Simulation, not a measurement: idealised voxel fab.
Process module, titled voxel released beams
The figure presents cross-section cut, which has a width of 210 nm and is divided into square cells with an edge length of 5 nm.
We lay out every cross-section as a grid of square cells and spell it out in bands from the top down, where one band means one or more rows of cells.
Basically the band line says how high the top is and how high the bottom is, in nm, and then what's in it from left to right, every material with its width in nm. Empty space shows up as "blank", and if a single material carries "edge to edge" it runs the full band edge to edge.
Note: height 0 marks the level under which the wafer is uniformly one material as received. Lowest band unbounded below, written "z 0 and below".
Width "30->40": first value at the band's top row of cells, second value at its bottom row, equal change from row to row.
What does "changes: none" mean for a step? It means no cell of the cross-section changed in that step.
Empty spaces without an open route to the top, at least 8 cells in extent, make up the entry "Entrapped void list"; each is given as width x height at distance, where the distance is measured from the left edge, and all are in nm.
The remark found on a step's line after its settings is issued by the simulator itself and pertains to that step.
You can add "overlay nm" to a step's line. For a step with a mask, it describes how far the mask lay to the right of its planned position, and a negative number describes a lay to the left.
# Planned step list for the process
| 1 | RECEIVE | material Si |
| 2 | CONFORMAL_DEP | material Al2O3 | thk nm 5 |
| 3 | DIRECTIONAL_DEP | material SiO2 | thk nm 20 |
| 4 | DIRECTIONAL_DEP | material aC | thk nm 10 |
| 5 | PATTERN | tone open | mask id ANCHOR | material resist | width nm 35 | thk nm 25 | overlay nm 0 |
| 6 | DIRECTIONAL_ETCH | etch materials aC | depth nm 10 |
| 7 | STRIP | etch materials resist |
| 8 | DIRECTIONAL_ETCH | etch materials SiO2 | depth nm 20 |
| 9 | STRIP | etch materials aC |
| 10 | CONFORMAL_DEP | material W | thk nm 10 |
| 11 | MASKED_ETCH | tone cover | mask id BEAM | width nm 80 | etch materials W | depth nm 10 | overlay nm 0 |
| 12 | STRIP | etch materials SiO2 |
# So this is the incoming wafer in cross-section - it's already been through step 1
* z 0 and below = Si edge to edge
* Entrapped void list: none
# The first of two wafers, cross-sectioned at the end of the module, with the run proceeding as planned
* z 35 to 25 = 60 of blank; 15 of W; 15 of blank; 50 of W; 70 of blank
* z 25 to 15 = 65 of blank; 10 of W; 15 of blank; 10 of W; 110 of blank
* z 15 to 5 = 65 of blank; 35 of W; 110 of blank
* z 5 to 0 = Al2O3 edge to edge
* z 0 and below = Si edge to edge
* Entrapped void list: none
# The second wafer, shown in cross-section after the module: started the same way as the first and given the same plan, yet one mistake crept into how it was run
* z 45 to 35 = 60 of blank; 80 of W; 70 of blank
* z 35 to 25 = W edge to edge
* z 25 to 5 = SiO2 edge to edge
* z 5 to 0 = Al2O3 edge to edge
* z 0 and below = Si edge to edge
* Entrapped void list: none
Diagnosis: it should be noted that step 4 was executed with settings other than those planned, the operation and settings actually applied being DIRECTIONAL_DEP | material W | thk nm 10
Final tally in cells, some materials are higher or lower on the second wafer than on the first: +168 SiO2; +68 W
